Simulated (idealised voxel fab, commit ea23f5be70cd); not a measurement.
Title: Process Module voxel capacitor over wiring
Square cells of 5 nm make up the cross-section cut, whose width is 195 nm.
In this document a cross-section is written as a grid of square cells. It is given as a series of bands, listed from the top down, and a band is one or more rows of cells.
For a band, the entry starts with two heights in nm, that of the top and then that of the bottom, and carries on with the band's materials in order from left to right, each alongside its width in nm; the word "full width" beside a single material means it fills the band edge to edge, and "blank" means empty space.
Counting heights begins at 0, where everything beneath is, in the wafer as received, one material. The lowest band has no bottom; it goes on downwards, as "0 and below" shows.
It should be noted that a width expressed as "30->40" varies in equal increments from row to row of cells within the band, taking the value of the first number at the top row and that of the second number at the bottom row.
Where the words "stayed the same" appear for a step, the cross-section shows no cell changed by that step; every cell remained as before.
Entry "Encapsulated voids" = empty spaces >= 8 cells with no open way to the top; each as width x height at distance, distance from left edge, all nm.
That trailing text on a step's line, after the settings, is the simulator's own remark on the step.
overlay nm: mask right of planned place by this much (step with mask). Neg. = left.
Pairs, read this way: before one process step on the one hand, after it on the other, the after cross-section ending at the lowest band that changed; the step between, settings included, beneath. Same starting wafer throughout, but possibly different runs of this module, so no pair continues from the pair above unless its entry headed "Pre-step geometry" says so.

PRE-STEP GEOMETRY
> 85 down to 70: aC full width
> 70 down to 65: TiN full width
> 65 down to 60: HfO2 full width
> 60 down to 50: TiN full width
> 50 down to 35: 45 SiO2  5 TiN  5 Cu  5 TiN  135 SiO2
> 35 down to 30: 45 SiCN  15 TiN  135 SiCN
> 30 down to 15: 35 lowk  5 TiN  15 Cu  5 TiN  70 lowk  5 TiN  15 Cu  5 TiN  40 lowk
> 15 down to 10: 35 SiN  25 TiN  70 SiN  25 TiN  40 SiN
> 10 down to 0: SiO2 full width
> 0 and below: Si full width
> Encapsulated voids: none

POST-STEP SNAPSHOT
> 115 down to 85: 45 resist  75 blank  75 resist
> Everything below 85 is unchanged.
> Encapsulated voids: none
Operation between the pre and post cross-sections above: PATTERN with tone open, mask id UPPER_PLATE, material resist, width nm 75, thk nm 30, overlay nm 0

Pre-step geometry: after-step cross-section of the pair just above applies.

POST-STEP SNAPSHOT
> 100 down to 85: 45 resist  75 blank  75 resist
> 85 down to 70: 45 aC  75 blank  75 aC
> Everything below 70 is unchanged.
> Encapsulated voids: none
Operation between the pre and post cross-sections above: DIRECTIONAL_ETCH with etch materials aC, depth nm 15

Pre-step geometry: after-step cross-section of the pair just above applies.

POST-STEP SNAPSHOT
> 85 down to 70: 45 aC  75 blank  75 aC
> Everything below 70 is unchanged.
> Encapsulated voids: none
Operation between the pre and post cross-sections above: STRIP with etch materials resist

Pre-step geometry: after-step cross-section of the pair just above applies.

POST-STEP SNAPSHOT
> 85 down to 70: 45 aC  75 blank  75 aC
> 70 down to 65: 45 TiN  75 blank  75 TiN
> Everything below 65 is unchanged.
> Encapsulated voids: none
Operation between the pre and post cross-sections above: DIRECTIONAL_ETCH with etch materials TiN, depth nm 5

Pre-step geometry: after-step cross-section of the pair just above applies.

POST-STEP SNAPSHOT
> 85 down to 70: 45 aC  75 blank  75 aC
> 70 down to 65: 45 TiN  75 blank  75 TiN
> 65 down to 60: 45 HfO2  75 blank  75 HfO2
> Everything below 60 is unchanged.
> Encapsulated voids: none
Operation between the pre and post cross-sections above: DIRECTIONAL_ETCH with etch materials HfO2, depth nm 5

Pre-step geometry: after-step cross-section of the pair just above applies.

POST-STEP SNAPSHOT
> 70 down to 65: 45 TiN  75 blank  75 TiN
> Everything below 65 is unchanged.
> Encapsulated voids: none
Operation between the pre and post cross-sections above: STRIP with etch materials aC

Pre-step geometry: after-step cross-section of the pair just above applies.

POST-STEP SNAPSHOT
> 85 down to 70: 40 blank  85 resist  70 blank
> 70 down to 65: 45 TiN  75 resist  75 TiN
> 65 down to 60: 45 HfO2  75 resist  75 HfO2
> Everything below 60 is unchanged.
> Encapsulated voids: none
Operation between the pre and post cross-sections above: PATTERN with tone cover, mask id LOWER_PLATE, material resist, width nm 85, thk nm 15, overlay nm 0

Pre-step geometry: after-step cross-section of the pair just above applies.

POST-STEP SNAPSHOT
> 85 down to 70: 40 blank  85 resist  70 blank
> 70 down to 65: 40 blank  5 TiN  75 resist  5 TiN  70 blank
> Everything below 65 is unchanged.
> Encapsulated voids: none
Operation between the pre and post cross-sections above: DIRECTIONAL_ETCH with etch materials TiN, depth nm 10

Pre-step geometry: after-step cross-section of the pair just above applies.

POST-STEP SNAPSHOT
> 70 down to 65: 40 blank  5 TiN  75 blank  5 TiN  70 blank
> 65 down to 60: 45 HfO2  75 blank  75 HfO2
> Everything below 60 is unchanged.
> Encapsulated voids: none
Operation between the pre and post cross-sections above: STRIP with etch materials resist

Pre-step geometry: after-step cross-section of the pair just above applies.

POST-STEP SNAPSHOT
> 85 down to 70: SiO2 full width
> 70 down to 65: 40 SiO2  5 TiN  75 SiO2  5 TiN  70 SiO2
> 65 down to 60: 45 HfO2  75 SiO2  75 HfO2
> Everything below 60 is unchanged.
> Encapsulated voids: none
Operation between the pre and post cross-sections above: FILL_DEP with material SiO2, thk nm 15

Pre-step geometry: after-step cross-section of the pair just above applies.

POST-STEP SNAPSHOT
> 80 down to 70: SiO2 full width
> Everything below 70 is unchanged.
> Encapsulated voids: none
Operation between the pre and post cross-sections above: CMP with height nm 80

Pre-step geometry: after-step cross-section of the pair just above applies.

POST-STEP SNAPSHOT
> 100 down to 80: 55 resist  15 blank  125 resist
> Everything below 80 is unchanged.
> Encapsulated voids: none
Operation between the pre and post cross-sections above: PATTERN with tone open, mask id PLUG_2, material resist, width nm 15, thk nm 20, overlay nm 0

Pre-step geometry: after-step cross-section of the pair just above applies.

POST-STEP SNAPSHOT
> 100 down to 80: 55 resist  15 blank  125 resist
> 80 down to 70: 55 SiO2  15 blank  125 SiO2
> Everything below 70 is unchanged.
> Encapsulated voids: none
Operation between the pre and post cross-sections above: DIRECTIONAL_ETCH with etch materials SiO2, depth nm 10

Pre-step geometry: after-step cross-section of the pair just above applies.

POST-STEP SNAPSHOT
> 80 down to 70: 55 SiO2  15 blank  125 SiO2
> Everything below 70 is unchanged.
> Encapsulated voids: none
Operation between the pre and post cross-sections above: STRIP with etch materials resist

Pre-step geometry: after-step cross-section of the pair just above applies.

POST-STEP SNAPSHOT
> 85 down to 80: 60 TiN  5 blank  130 TiN
> 80 down to 75: 55 SiO2  5 TiN  5 blank  5 TiN  125 SiO2
> 75 down to 70: 55 SiO2  15 TiN  125 SiO2
> Everything below 70 is unchanged.
> Encapsulated voids: none
Operation between the pre and post cross-sections above: CONFORMAL_DEP with material TiN, thk nm 5

Pre-step geometry: after-step cross-section of the pair just above applies.

POST-STEP SNAPSHOT
> 90 down to 85: W full width
> 85 down to 80: 60 TiN  5 W  130 TiN
> 80 down to 75: 55 SiO2  5 TiN  5 W  5 TiN  125 SiO2
> Everything below 75 is unchanged.
> Encapsulated voids: none
Operation between the pre and post cross-sections above: FILL_DEP with material W, thk nm 5

Pre-step geometry: after-step cross-section of the pair just above applies.

POST-STEP SNAPSHOT
> 80 down to 75: 55 SiO2  5 TiN  5 W  5 TiN  125 SiO2
> Everything below 75 is unchanged.
> Encapsulated voids: none
Operation between the pre and post cross-sections above: CMP with height nm 80

Pre-step geometry: after-step cross-section of the pair just above applies.

POST-STEP SNAPSHOT
> 85 down to 80: SiCN full width
> Everything below 80 is unchanged.
> Encapsulated voids: none
Operation between the pre and post cross-sections above: CONFORMAL_DEP with material SiCN, thk nm 5
